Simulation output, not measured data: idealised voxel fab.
This section sets out a process module, namely voxel transistor to metal.
It is cross-section cut that appears here, measuring 155 nm in width, its square cells being 5 nm in size.
For the purposes of this document, a cross-section shall be understood as a grid of square cells, specified as bands listed in top-to-bottom order, each band consisting of one or more rows of cells.
Per band: top height and bottom height in nm, followed by the left-to-right materials and their widths in nm; "throughout" marks a single material spanning edge to edge, "blank" marks empty space.
Ref level 0: as-received wafer is one material below here. Bottom band extends down with no lower bound ("0 -> down").
The expression "30->40" gives the width at the extremes of the band, the first number at its top row of cells and the second at its bottom row, with the width changing by equal amounts from each row to the next in between.
The cross-section has no changed cell in any step marked "same as before".
Listed in "Encapsulated voids": every empty space of 8 or more cells without an open way to the top. Form: width x height at distance, the distance being from the left edge, all in nm.
That trailing text on a step's line, after the settings, is the simulator's own remark on the step.
overlay nm: where the mask lay relative to plan, measured to the right, on steps with a mask; negatives go left.
-- Steps planned for the process
1: RECEIVE [material Si]
2: CONFORMAL_DEP [material SiO2] [thk nm 5]
3: CONFORMAL_DEP [material SiN] [thk nm 10]
4: PATTERN [tone cover] [mask id ACTIVE] [material resist] [width nm 105] [thk nm 15] [overlay nm 0]
5: DIRECTIONAL_ETCH [etch materials SiN] [depth nm 10]
6: DIRECTIONAL_ETCH [etch materials SiO2] [depth nm 5]
7: DIRECTIONAL_ETCH [etch materials Si] [depth nm 35]
8: STRIP [etch materials resist]
9: OXIDIZE [depth nm 5]
10: FILL_DEP [material SiO2] [thk nm 10]
11: CMP [height nm 15]
12: SELECTIVE_ETCH [etch materials SiO2] [depth nm 10]
13: STRIP [etch materials SiN]
14: SELECTIVE_ETCH [etch materials SiO2] [depth nm 5]
15: OXIDIZE [depth nm 5]
16: DIRECTIONAL_DEP [material polySi] [thk nm 20]
17: DIRECTIONAL_DEP [material SiCN] [thk nm 10]
18: MASKED_ETCH [tone cover] [mask id GATE] [width nm 25] [etch materials SiCN] [depth nm 20] [overlay nm 0]
19: MASKED_ETCH [tone cover] [mask id GATE] [width nm 25] [etch materials polySi] [depth nm 30] [overlay nm 0]
20: CONFORMAL_DEP [material SiN] [thk nm 10]
21: DIRECTIONAL_ETCH [etch materials SiN] [depth nm 10]
22: DIRECTIONAL_ETCH [etch materials SiO2] [depth nm 5]
23: EPI [material SiGe] [thk nm 5]
24: FILL_DEP [material SiO2] [thk nm 10]
25: CMP [height nm 30]
26: DIRECTIONAL_DEP [material SiO2] [thk nm 10]
27: MASKED_ETCH [tone open] [mask id CONTACT] [width nm 25] [pitch nm 60] [etch materials SiO2] [depth nm 40] [overlay nm 0]
28: CONFORMAL_DEP [material TiN] [thk nm 5]
29: FILL_DEP [material Ru] [thk nm 5]
30: CMP [height nm 40]
31: CONFORMAL_DEP [material SiN] [thk nm 5]
32: DIRECTIONAL_DEP [material SiO2] [thk nm 20]
33: PATTERN [tone open] [mask id METAL_1] [material resist] [width nm 15] [pitch nm 70] [thk nm 20] [overlay nm 0]
34: DIRECTIONAL_ETCH [etch materials SiO2] [depth nm 20]
35: DIRECTIONAL_ETCH [etch materials SiN] [depth nm 5]
36: STRIP [etch materials resist]
37: CONFORMAL_DEP [material TiN] [thk nm 5]
38: FILL_DEP [material Cu] [thk nm 5]
39: CMP [height nm 65]
40: EPI [material Ru] [thk nm 5]
41: FILL_DEP [material SiCN] [thk nm 5]
42: DIRECTIONAL_DEP [material lowk] [thk nm 35]
43: DIRECTIONAL_DEP [material aC] [thk nm 15]
44: PATTERN [tone open] [mask id METAL_2] [material resist] [width nm 15] [pitch nm 70] [thk nm 30] [overlay nm 0]
45: DIRECTIONAL_ETCH [etch materials aC] [depth nm 15]
46: STRIP [etch materials resist]
47: DIRECTIONAL_ETCH [etch materials lowk] [depth nm 20]
48: STRIP [etch materials aC]
49: PATTERN [tone open] [mask id METAL_2_HOLES] [material resist] [width nm 15] [pitch nm 70] [thk nm 15] [overlay nm 0]
50: DIRECTIONAL_ETCH [etch materials lowk] [depth nm 15]
51: DIRECTIONAL_ETCH [etch materials SiCN] [depth nm 5]
52: STRIP [etch materials resist]
53: CONFORMAL_DEP [material TiN] [thk nm 5]
54: FILL_DEP [material Ru] [thk nm 5]
55: CMP [height nm 110]
56: CONFORMAL_DEP [material SiCN] [thk nm 5]
-- Incoming wafer in cross-section (state: after step 1)
	0 -> down = Si throughout
	Encapsulated voids: none
-- Wafer at module end, in section. Began as above, planned as above, run with one mistake
	115 -> 110 = SiCN throughout
	110 -> 75 = lowk=35, TiN=5, Ru=5, TiN=5, lowk=55, TiN=5, Ru=5, TiN=5, lowk=35
	75 -> 70 = SiCN=35, TiN=15, SiCN=55, TiN=15, SiCN=35
	70 -> 65 = SiCN=30, Ru=25, SiCN=45, Ru=25, SiCN=30
	65 -> 45 = SiO2=35, TiN=5, Cu=5, TiN=5, SiO2=55, TiN=5, Cu=5, TiN=5, SiO2=35
	45 -> 40 = SiN=35, TiN=15, SiN=55, TiN=15, SiN=35
	40 -> 30 = SiO2=35, TiN=5, Ru=15->10, TiN=5->10, SiO2=35, TiN=5->10, Ru=15->10, TiN=5, SiO2=35
	30 -> 20 = SiO2=35, TiN=5, Ru=10, TiN=5, SiN=10, SiCN=25, SiN=10, TiN=5, Ru=10, TiN=5, SiO2=35
	20 -> 5 = SiO2=35, TiN=5, Ru=10, TiN=5, SiN=10, polySi=25, SiN=10, TiN=5, Ru=10, TiN=5, SiO2=35
	5 -> 0 = SiO2=35, TiN=20, SiN=10, polySi=25, SiN=10, TiN=20, SiO2=35
	0 -> -5 = SiGe=25, SiO2=105, SiGe=25
	-5 -> -40 = Si=20, SiO2=115, Si=20
	-40 -> down = Si throughout
	Encapsulated voids: none
Want to know what went wrong? step 4 did not use the planned setting and instead ran as PATTERN [tone open] [mask id ACTIVE] [material resist] [width nm 105] [thk nm 15] [overlay nm 0]
